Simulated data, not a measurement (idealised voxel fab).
Name of the process module below: voxel self aligned contacts
Cross-sectional view cut (width: 210 nm; square cell size: 5 nm).
In this document a cross-section is written as a grid of square cells. It is given as a series of bands, listed from the top down, and a band is one or more rows of cells.
Look at the band entry: it leads with the top's height and the bottom's height in nm. Then it lists the materials left to right, with a width in nm for each. The word "all across" on a single material says that material fills the band edge to edge. The word "air" is empty space.
Height 0 is the level under which the wafer as received is all one material. The lowest band goes on downwards, as in "top 0, no bottom".
A width such as "30->40" changes by the same amount from each row of cells to the next, from the band's top row to its bottom row.
What does "no alteration" mean for a step? It means no cell of the cross-section changed in that step.
Under "Non-vented voids" you'll find the enclosed gaps, the ones with no way out to the top, that are 8 cells or bigger; each reads width x height at distance, with distance counted from the left edge, everything in nm.
Post-settings text on a step line: simulator's own remark regarding the step.
"overlay nm" on a masked step: distance the mask lay right of its planned place, negative for left.

-- Planned process steps
1. op RECEIVE | material Si
2. op OXIDIZE | depth nm 5
3. op DIRECTIONAL_DEP | material polySi | thk nm 25
4. op DIRECTIONAL_DEP | material SiN | thk nm 20
5. op PATTERN | tone cover | mask id GATE | material resist | width nm 30 | pitch nm 55 | thk nm 15 | overlay nm 0
6. op DIRECTIONAL_ETCH | etch materials SiN | depth nm 20
7. op DIRECTIONAL_ETCH | etch materials polySi | depth nm 25
8. op STRIP | etch materials resist
9. op CONFORMAL_DEP | material SiN | thk nm 5
10. op DIRECTIONAL_ETCH | etch materials SiN | depth nm 5
11. op FILL_DEP | material SiO2 | thk nm 15
12. op CMP | height nm 55
13. op PATTERN | tone open | mask id CONTACT | material resist | width nm 25 | pitch nm 55 | thk nm 15 | overlay nm 0
14. op DIRECTIONAL_ETCH | etch materials SiO2 | depth nm 60
15. op STRIP | etch materials resist
16. op CONFORMAL_DEP | material TiN | thk nm 5
17. op FILL_DEP | material W | thk nm 10
18. op CMP | height nm 55
19. op CONFORMAL_DEP | material SiCN | thk nm 5
Split variable: width nm, step 13. Plan value = first wafer. Wafers start alike.

-- The first of several wafers in cross-section, exactly as it reached us after step 1
	top 0, no bottom | Si all across
	Non-vented voids: none

-- Below, a row for every wafer. Read it as the end-of-module picture: for each material the wafer shows its cells gained (+) or lost (-) since it was received, and then its closed voids
width nm 25 | -42 Si | +42 SiCN | +126 SiN | +208 SiO2 | +54 TiN | +26 W | +90 polySi | Non-vented voids: none
width nm 30 | -42 Si | +42 SiCN | +126 SiN | +204 SiO2 | +56 TiN | +28 W | +90 polySi | Non-vented voids: none
width nm 35 | -42 Si | +42 SiCN | +126 SiN | +200 SiO2 | +58 TiN | +30 W | +90 polySi | Non-vented voids: none
width nm 40 | -42 Si | +42 SiCN | +126 SiN | +196 SiO2 | +60 TiN | +32 W | +90 polySi | Non-vented voids: none
